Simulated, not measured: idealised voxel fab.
process module | voxel lift off
cross-section cut | 285 nm wide | cells 5 nm
A cross-section is a grid of square cells, given in bands from the top down. A band is one or more rows of cells.
Each band's line starts with the height of the band's top and of its bottom, in nm. Then come its materials from left to right, each with its width in nm. One material with "throughout" fills the band from edge to edge. "air" is empty space.
Height 0 is the level under which the wafer as received is all one material. The lowest band goes on downwards, as in "0 down".
A width such as "30 to 40" changes by the same amount from each row of cells to the next, from the band's top row to its bottom row.
"no change" after a step means that no cell of the cross-section changed.
closed voids: empty space of 8 cells or more with no open way to the top, each as width x height at its distance from the left edge, in nm
after a step's settings: what the simulator itself notes on the step
overlay nm, on a step with a mask: how far to the right of its planned place the mask lay; to the left if negative
plan
1 op RECEIVE | material Si
2 op CONFORMAL_DEP | material SiO2 | thk nm 5
3 op PATTERN | tone open | mask id LINES | material resist | width nm 15 | pitch nm 30 | thk nm 20 | overlay nm -15
4 op DIRECTIONAL_DEP | material Ru | thk nm 10
5 op STRIP | etch materials resist
6 op CONFORMAL_DEP | material SiO2 | thk nm 5
varied across the wafers: overlay nm of step 3. The plan shows the first wafer's value. All wafers start alike
first wafer as received, after step 1
  0 down: Si throughout
  closed voids: none
each wafer at the end: cells of each material gained (+) or lost (-) since it was received, then its closed voids
overlay nm -15 | +18 Ru | +126 SiO2 | closed voids: none
overlay nm -10 | +18 Ru | +126 SiO2 | closed voids: none
overlay nm -5 | +18 Ru | +126 SiO2 | closed voids: none
overlay nm 0 | +18 Ru | +126 SiO2 | closed voids: none
overlay nm 5 | +18 Ru | +126 SiO2 | closed voids: none
overlay nm 10 | +18 Ru | +126 SiO2 | closed voids: none
overlay nm 15 | +18 Ru | +126 SiO2 | closed voids: none
